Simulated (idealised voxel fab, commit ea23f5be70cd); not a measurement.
Title: Process Module voxel double patterning
Cross-section cut: width 245 nm, square cells of 5 nm.
How to read a cross-section here: the picture is a grid of square cells, written as bands going from the top down, and any band can span one or more rows of cells. Each band's line starts with the height of the band's top and of its bottom, in nm. Then come its materials from left to right, each with its width in nm. One material with "everywhere" fills the band from edge to edge. "empty" is empty space. Below 0: as-received wafer, all one material; heights counted from there. Lowest band: no bottom, goes on down, written "from 0 down". Note: "30 to 40" means the width goes from the first number (top row of the band) to the second number (bottom row) in equal steps per row of cells. Where a step carries "no modification", the cross-section came out of it unchanged, cell for cell. In the "Catalogued sealed voids" entry, you get each enclosed empty space of 8 cells or more, one with no open way to the top, written width x height at distance, distance from the left edge, in nm. Note: text after step settings on the step line = simulator remark on that step. Among the settings permitted on a step's line is "overlay nm"; applied to a step with a mask, it specifies the extent to which the mask lay to the right of its planned position, whereas a negative figure signifies a position to the left.
The steps planned for the process are as follows:
1 RECEIVE | material Si
2 CONFORMAL_DEP | material SiO2 | thk nm 10
3 DIRECTIONAL_DEP | material W | thk nm 10
4 DIRECTIONAL_DEP | material SiN | thk nm 10
5 DIRECTIONAL_DEP | material aC | thk nm 10
6 PATTERN | tone open | mask id FIRST | material resist | width nm 15 | pitch nm 50 | thk nm 25 | overlay nm 0
7 DIRECTIONAL_ETCH | etch materials aC | depth nm 10
8 STRIP | etch materials resist
9 DIRECTIONAL_ETCH | etch materials SiN | depth nm 10
10 STRIP | etch materials aC
11 MASKED_ETCH | tone open | mask id SECOND | width nm 15 | etch materials SiN | depth nm 10 | overlay nm 0
12 DIRECTIONAL_ETCH | etch materials W | depth nm 5
13 STRIP | etch materials SiN
Variable across wafers: step 12 depth nm (plan value is that of the first wafer; starting state common to all).
Cross-section: the first of several wafers in its as-received state, i.e. following step 1:
from 0 down | Si everywhere
Catalogued sealed voids: none
Below: a row per wafer. Contents at end of module: for every material, cells gained since receipt (+) or lost since receipt (-); then closed voids:
depth nm 5; +98 SiO2; +89 W; Catalogued sealed voids: none
depth nm 10; +98 SiO2; +80 W; Catalogued sealed voids: none
depth nm 15; +98 SiO2; +80 W; Catalogued sealed voids: none
depth nm 20; +98 SiO2; +80 W; Catalogued sealed voids: none
depth nm 25; +98 SiO2; +80 W; Catalogued sealed voids: none
